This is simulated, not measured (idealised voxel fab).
process module | voxel self aligned contacts
Cross-section cut spans 175 nm and uses square cells 5 nm in size.
A cross-section is a grid of square cells, given in bands from the top down. A band is one or more rows of cells. Within each band entry, the heights of the top and of the bottom of the band appear first, in that order and in nm; the materials of the band then follow from left to right, each with its corresponding width in nm. The designation "throughout" on a single material indicates that it fills the band from edge to edge; the designation "air" indicates empty space. Measure heights from 0. That's the level where, below it, the as-received wafer is all one material. The lowest band is bottomless and extends downward; write it as in "0 and below". The two numbers in a width such as "30 to 40" mark its ends across the band: the first belongs to the top row of cells, the second to the bottom row, and from each row to the next the width moves by the same amount. "changes: none" after a step means that no cell of the cross-section changed. Sealed-off cavities: empty space of 8 cells or more with no open way to the top, each as width x height at its distance from the left edge, in nm. Read whatever lies past the settings on a step's line as the simulator's own remark about the step. "overlay nm" denotes, for a step that has a mask, the displacement of the mask to the right of its planned place, with negative values corresponding to the left.

PROCESS STEPS FORESEEN IN THE PLAN
step 1: RECEIVE | material Si
step 2: CONFORMAL_DEP | material SiO2 | thk nm 5
step 3: DIRECTIONAL_DEP | material polySi | thk nm 20
step 4: DIRECTIONAL_DEP | material SiN | thk nm 20
step 5: MASKED_ETCH | tone cover | mask id GATE | width nm 35 | pitch nm 65 | etch materials SiN | depth nm 20 | overlay nm 0
step 6: MASKED_ETCH | tone cover | mask id GATE | width nm 35 | pitch nm 65 | etch materials polySi | depth nm 20 | overlay nm 0
step 7: CONFORMAL_DEP | material SiN | thk nm 5
step 8: DIRECTIONAL_ETCH | etch materials SiN | depth nm 5
step 9: FILL_DEP | material SiO2 | thk nm 10
step 10: CMP | height nm 50
step 11: PATTERN | tone open | mask id CONTACT | material resist | width nm 40 | thk nm 20 | overlay nm 0
step 12: DIRECTIONAL_ETCH | etch materials SiO2 | depth nm 50
step 13: STRIP | etch materials resist
step 14: CONFORMAL_DEP | material TiN | thk nm 5
step 15: FILL_DEP | material W | thk nm 10
step 16: CMP | height nm 50
step 17: CONFORMAL_DEP | material SiN | thk nm 5

WAFER AT RECEIPT (POST STEP 1), CROSS-SECTION
> 0 and below = Si throughout
> Sealed-off cavities: none

STARTING STRUCTURE AND PROCESS PLAN ARE AS SHOWN ABOVE, BUT ONE MISTAKE WAS MADE IN RUNNING THE MODULE; THE WAFER CROSS-SECTION AT THE END OF THE MODULE FOLLOWS
> 55 down to 50 = SiN throughout
> 50 down to 45 = SiO2=75; TiN=5; W=10; TiN=25; SiO2=60
> 45 down to 25 = SiO2=30; SiN=45; TiN=5; W=10; TiN=5; SiN=45; SiO2=35
> 25 down to 5 = SiO2=30; SiN=5; polySi=35; SiN=5; TiN=5; W=10; TiN=5; SiN=5; polySi=35; SiN=5; SiO2=35
> 5 down to 0 = SiO2=75; TiN=20; SiO2=80
> 0 and below = Si throughout
> Sealed-off cavities: none
What broke from the plan during processing? for step 11, the planned setting was not used; the step was instead run as PATTERN | tone open | mask id CONTACT | material resist | width nm 40 | thk nm 20 | overlay nm 10
